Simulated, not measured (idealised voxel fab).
process module | voxel spacer lines
cross-section cut | 175 nm wide | cells 5 nm
A cross-section is a grid of square cells, given in bands from the top down. A band is one or more rows of cells.
Each band's line starts with the height of the band's top and of its bottom, in nm. Then come its materials from left to right, each with its width in nm. One material with "throughout" fills the band from edge to edge. "air" is empty space.
Height 0 is the level under which the wafer as received is all one material. The lowest band goes on downwards, as in "0 down".
A width such as "30 to 40" changes by the same amount from each row of cells to the next, from the band's top row to its bottom row.
"no change" after a step means that no cell of the cross-section changed.
closed voids: empty space of 8 cells or more with no open way to the top, each as width x height at its distance from the left edge, in nm
after a step's settings: what the simulator itself notes on the step
overlay nm, on a step with a mask: how far to the right of its planned place the mask lay; to the left if negative
plan
1 op RECEIVE | material Si
2 op CONFORMAL_DEP | material Al2O3 | thk nm 5
3 op DIRECTIONAL_DEP | material W | thk nm 15
4 op DIRECTIONAL_DEP | material aC | thk nm 30
5 op PATTERN | tone cover | mask id MANDREL | material resist | width nm 20 | pitch nm 70 | thk nm 35 | overlay nm 0
6 op DIRECTIONAL_ETCH | etch materials aC | depth nm 30
7 op STRIP | etch materials resist
8 op CONFORMAL_DEP | material SiN | thk nm 15
9 op DIRECTIONAL_ETCH | etch materials SiN | depth nm 15
10 op STRIP | etch materials aC
11 op DIRECTIONAL_ETCH | etch materials W | depth nm 15
12 op STRIP | etch materials SiN
13 op FILL_DEP | material SiO2 | thk nm 5
14 op CMP | height nm 20
first wafer, as planned
as received, after step 1
  0 down: Si throughout
  closed voids: none
after step 2
  5 to 0: Al2O3 throughout
  below 0: unchanged
after step 3
  20 to 5: W throughout
  below 5: unchanged
after step 4
  50 to 20: aC throughout
  below 20: unchanged
after step 5
  85 to 50: air 40 | resist 20 | air 50 | resist 20 | air 45
  below 50: unchanged
after step 6
  55 to 50: air 40 | resist 20 | air 50 | resist 20 | air 45
  50 to 20: air 40 | aC 20 | air 50 | aC 20 | air 45
  below 20: unchanged
after step 7
  50 to 20: air 40 | aC 20 | air 50 | aC 20 | air 45
  below 20: unchanged
after step 8
  65 to 50: air 25 | SiN 50 | air 20 | SiN 50 | air 30
  50 to 35: air 25 | SiN 15 | aC 20 | SiN 15 | air 20 | SiN 15 | aC 20 | SiN 15 | air 30
  35 to 20: SiN 40 | aC 20 | SiN 50 | aC 20 | SiN 45
  below 20: unchanged
after step 9
  50 to 20: air 25 | SiN 15 | aC 20 | SiN 15 | air 20 | SiN 15 | aC 20 | SiN 15 | air 30
  below 20: unchanged
after step 10
  50 to 20: air 25 | SiN 15 | air 20 | SiN 15 | air 20 | SiN 15 | air 20 | SiN 15 | air 30
  below 20: unchanged
after step 11
  50 to 20: air 25 | SiN 15 | air 20 | SiN 15 | air 20 | SiN 15 | air 20 | SiN 15 | air 30
  20 to 5: air 25 | W 15 | air 20 | W 15 | air 20 | W 15 | air 20 | W 15 | air 30
  below 5: unchanged
after step 12
  20 to 5: air 25 | W 15 | air 20 | W 15 | air 20 | W 15 | air 20 | W 15 | air 30
  below 5: unchanged
after step 13
  25 to 20: SiO2 throughout
  20 to 5: SiO2 25 | W 15 | SiO2 20 | W 15 | SiO2 20 | W 15 | SiO2 20 | W 15 | SiO2 30
  below 5: unchanged
after step 14
  20 to 5: SiO2 25 | W 15 | SiO2 20 | W 15 | SiO2 20 | W 15 | SiO2 20 | W 15 | SiO2 30
  below 5: unchanged
second wafer: like start, like plan, one mistake. Through step 4 it matches the first wafer
when step 5 should have ended
  85 to 50: air 40 | resist 25 | air 45 | resist 25 | air 40
  below 50: unchanged
when step 6 should have ended
  55 to 50: air 40 | resist 25 | air 45 | resist 25 | air 40
  50 to 20: air 40 | aC 25 | air 45 | aC 25 | air 40
  below 20: unchanged
when step 7 should have ended
  50 to 20: air 40 | aC 25 | air 45 | aC 25 | air 40
  below 20: unchanged
when step 8 should have ended
  65 to 50: air 25 | SiN 55 | air 15 | SiN 55 | air 25
  50 to 35: air 25 | SiN 15 | aC 25 | SiN 15 | air 15 | SiN 15 | aC 25 | SiN 15 | air 25
  35 to 20: SiN 40 | aC 25 | SiN 45 | aC 25 | SiN 40
  below 20: unchanged
when step 9 should have ended
  50 to 20: air 25 | SiN 15 | aC 25 | SiN 15 | air 15 | SiN 15 | aC 25 | SiN 15 | air 25
  below 20: unchanged
when step 10 should have ended
  50 to 20: air 25 | SiN 15 | air 25 | SiN 15 | air 15 | SiN 15 | air 25 | SiN 15 | air 25
  below 20: unchanged
when step 11 should have ended
  50 to 20: air 25 | SiN 15 | air 25 | SiN 15 | air 15 | SiN 15 | air 25 | SiN 15 | air 25
  20 to 5: air 25 | W 15 | air 25 | W 15 | air 15 | W 15 | air 25 | W 15 | air 25
  below 5: unchanged
when step 12 should have ended
  20 to 5: air 25 | W 15 | air 25 | W 15 | air 15 | W 15 | air 25 | W 15 | air 25
  below 5: unchanged
when step 13 should have ended
  25 to 20: SiO2 throughout
  20 to 5: SiO2 25 | W 15 | SiO2 25 | W 15 | SiO2 15 | W 15 | SiO2 25 | W 15 | SiO2 25
  below 5: unchanged
when step 14 should have ended
  20 to 5: SiO2 25 | W 15 | SiO2 25 | W 15 | SiO2 15 | W 15 | SiO2 25 | W 15 | SiO2 25
  below 5: unchanged
what went wrong: step 5 ran as: op PATTERN | tone cover | mask id MANDREL | material resist | width nm 25 | pitch nm 70 | thk nm 35 | overlay nm 0
at the end the second wafer has, in cells: as many of each material as the first, in other places
